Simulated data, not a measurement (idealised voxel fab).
Documented hereafter: the process module known as voxel wiring stack.
It is cross-section cut that appears here, measuring 260 nm in width, its square cells being 5 nm in size.
Notation: cross-section as square-cell grid; stated in bands, top first, going down; one or more cell rows per band. Quick guide to a band line: top height, bottom height (nm) up front; then every material left to right with its width in nm. Only one material and it's marked "throughout"? Then it fills the band edge to edge. And "empty" just means empty space. Height reference: 0 = level under which incoming wafer is all one material. Lowest band: no bottom, runs on downward, e.g. "0 -> down". With a width like "30->40", each row of cells in the band differs from the next by the same amount, the top row carrying the first number and the bottom row the second. "left unchanged" (step): cross-section cells unchanged, all of them. Basically, "Sealed-off cavities" tells you about the enclosed voids: empty spaces with no open way to the top, 8 cells or bigger, each written width x height at distance, where distance is from the left edge, all in nm. Post-settings text on a step line: simulator's own remark regarding the step. overlay nm: step with mask; distance mask lay right of planned place; negative value = left of planned place.

**The steps planned for the process are as follows**
1 RECEIVE, material Si
2 CONFORMAL_DEP, material SiO2, thk nm 15
3 CONFORMAL_DEP, material SiN, thk nm 5
4 DIRECTIONAL_DEP, material SiO2, thk nm 15
5 PATTERN, tone open, mask id METAL_1, material resist, width nm 30, pitch nm 60, thk nm 15, overlay nm 0
6 DIRECTIONAL_ETCH, etch materials SiO2, depth nm 15
7 DIRECTIONAL_ETCH, etch materials SiN, depth nm 5
8 STRIP, etch materials resist
9 CONFORMAL_DEP, material TiN, thk nm 5
10 FILL_DEP, material W, thk nm 5
11 CMP, height nm 35
12 EPI, material Ru, thk nm 5
13 FILL_DEP, material SiCN, thk nm 5
14 DIRECTIONAL_DEP, material lowk, thk nm 30
15 DIRECTIONAL_DEP, material aC, thk nm 10
16 PATTERN, tone open, mask id METAL_2, material resist, width nm 30, pitch nm 60, thk nm 25, overlay nm 0
17 DIRECTIONAL_ETCH, etch materials aC, depth nm 10
18 STRIP, etch materials resist
19 DIRECTIONAL_ETCH, etch materials lowk, depth nm 20
20 STRIP, etch materials aC
21 DIRECTIONAL_DEP, material aC, thk nm 15
22 PATTERN, tone open, mask id METAL_2_HOLES, material resist, width nm 15, pitch nm 120, thk nm 30, overlay nm 0
23 DIRECTIONAL_ETCH, etch materials aC, depth nm 15
24 STRIP, etch materials resist
25 DIRECTIONAL_ETCH, etch materials lowk, depth nm 10
26 DIRECTIONAL_ETCH, etch materials SiCN, depth nm 5
27 STRIP, etch materials aC
28 CONFORMAL_DEP, material TiN, thk nm 5
29 FILL_DEP, material Cu, thk nm 5
30 CMP, height nm 75
31 CONFORMAL_DEP, material SiCN, thk nm 5
32 DIRECTIONAL_DEP, material lowk, thk nm 15
33 MASKED_ETCH, tone open, mask id PLUG_2, width nm 15, pitch nm 120, etch materials lowk, depth nm 15, overlay nm 0
34 MASKED_ETCH, tone open, mask id PLUG_2, width nm 15, pitch nm 120, etch materials SiCN, depth nm 5, overlay nm 0
35 EPI, material Ru, thk nm 10
36 EPI, material Ru, thk nm 10
37 DIRECTIONAL_DEP, material TiN, thk nm 5
38 DIRECTIONAL_DEP, material Ru, thk nm 25
39 MASKED_ETCH, tone cover, mask id METAL_3, width nm 20, pitch nm 60, etch materials Ru, depth nm 25, overlay nm 0
40 MASKED_ETCH, tone cover, mask id METAL_3, width nm 30, pitch nm 60, etch materials TiN, depth nm 5, overlay nm 0
41 CONFORMAL_DEP, material SiN, thk nm 5
42 FILL_DEP, material SiO2, thk nm 5
43 CMP, height nm 125
44 CONFORMAL_DEP, material SiN, thk nm 5
Every wafer here starts from the same state; it is the step 39 width nm that distinguishes them, and the value the plan gives belongs to the first wafer.

**first wafer as received, after step 1**
    0 -> down | Si throughout
    Sealed-off cavities: none

**Post step 44, the closing step of the module: first of several wafers, cross-sectioned**
    130 -> 125 | SiN throughout
    125 -> 105 | SiO2 55; SiN 5; Ru 20; SiN 5; SiO2 30; SiN 5; Ru 20; SiN 5; SiO2 30; SiN 5; Ru 20; SiN 5; SiO2 55
    105 -> 100 | SiO2 50; SiN 10; Ru 20; SiN 10; SiO2 20; SiN 10; Ru 20; SiN 10; SiO2 20; SiN 10; Ru 20; SiN 10; SiO2 50
    100 -> 95 | SiN 55; TiN 30; SiN 30; TiN 30; SiN 30; TiN 30; SiN 55
    95 -> 80 | lowk 55; Ru 15; lowk 105; Ru 15; lowk 70
    80 -> 75 | SiCN 55; Ru 15; SiCN 105; Ru 15; SiCN 70
    75 -> 60 | lowk 55; TiN 5; Cu 20; TiN 5; lowk 30; TiN 5; Cu 20; TiN 5; lowk 30; TiN 5; Cu 20; TiN 5; lowk 55
    60 -> 55 | lowk 55; TiN 5; Cu 5; TiN 20; lowk 30; TiN 30; lowk 30; TiN 5; Cu 5; TiN 20; lowk 55
    55 -> 45 | lowk 55; TiN 5; Cu 5; TiN 5; lowk 105; TiN 5; Cu 5; TiN 5; lowk 70
    45 -> 40 | SiCN 55; TiN 15; SiCN 105; TiN 15; SiCN 70
    40 -> 35 | SiCN 50; Ru 40; SiCN 20; Ru 40; SiCN 20; Ru 40; SiCN 50
    35 -> 20 | SiO2 55; TiN 5; W 20; TiN 5; SiO2 30; TiN 5; W 20; TiN 5; SiO2 30; TiN 5; W 20; TiN 5; SiO2 55
    20 -> 15 | SiN 55; TiN 30; SiN 30; TiN 30; SiN 30; TiN 30; SiN 55
    15 -> 0 | SiO2 throughout
    0 -> down | Si throughout
    Sealed-off cavities: none

**X-section, last wafer, module end**
    130 -> 125 | SiN throughout
    125 -> 100 | SiO2 45; SiN 5; Ru 45; SiN 5; SiO2 5; SiN 5; Ru 45; SiN 5; SiO2 5; SiN 5; Ru 45; SiN 5; SiO2 40
    100 -> 95 | SiN 50; TiN 45; SiN 15; TiN 45; SiN 15; TiN 45; SiN 45
    95 -> 80 | lowk 55; Ru 15; lowk 105; Ru 15; lowk 70
    80 -> 75 | SiCN 55; Ru 15; SiCN 105; Ru 15; SiCN 70
    75 -> 60 | lowk 55; TiN 5; Cu 20; TiN 5; lowk 30; TiN 5; Cu 20; TiN 5; lowk 30; TiN 5; Cu 20; TiN 5; lowk 55
    60 -> 55 | lowk 55; TiN 5; Cu 5; TiN 20; lowk 30; TiN 30; lowk 30; TiN 5; Cu 5; TiN 20; lowk 55
    55 -> 45 | lowk 55; TiN 5; Cu 5; TiN 5; lowk 105; TiN 5; Cu 5; TiN 5; lowk 70
    45 -> 40 | SiCN 55; TiN 15; SiCN 105; TiN 15; SiCN 70
    40 -> 35 | SiCN 50; Ru 40; SiCN 20; Ru 40; SiCN 20; Ru 40; SiCN 50
    35 -> 20 | SiO2 55; TiN 5; W 20; TiN 5; SiO2 30; TiN 5; W 20; TiN 5; SiO2 30; TiN 5; W 20; TiN 5; SiO2 55
    20 -> 15 | SiN 55; TiN 30; SiN 30; TiN 30; SiN 30; TiN 30; SiN 55
    15 -> 0 | SiO2 throughout
    0 -> down | Si throughout
    Sealed-off cavities: none

**So in this table every wafer gets its own row, and what you see is where it stands at the end of the module: for each material, how many cells it picked up (+) or gave up (-) since we received it, and after that its closed voids**
width nm 20 | +42 Cu | +108 Ru | +120 SiCN | +156 SiN | +422 SiO2 | +102 TiN | +36 W | +366 lowk | Sealed-off cavities: none
width nm 25 | +42 Cu | +123 Ru | +120 SiCN | +153 SiN | +410 SiO2 | +102 TiN | +36 W | +366 lowk | Sealed-off cavities: none
width nm 30 | +42 Cu | +138 Ru | +120 SiCN | +150 SiN | +398 SiO2 | +102 TiN | +36 W | +366 lowk | Sealed-off cavities: none
width nm 35 | +42 Cu | +153 Ru | +120 SiCN | +147 SiN | +383 SiO2 | +105 TiN | +36 W | +366 lowk | Sealed-off cavities: none
width nm 40 | +42 Cu | +168 Ru | +120 SiCN | +144 SiN | +368 SiO2 | +108 TiN | +36 W | +366 lowk | Sealed-off cavities: none
width nm 45 | +42 Cu | +183 Ru | +120 SiCN | +141 SiN | +353 SiO2 | +111 TiN | +36 W | +366 lowk | Sealed-off cavities: none
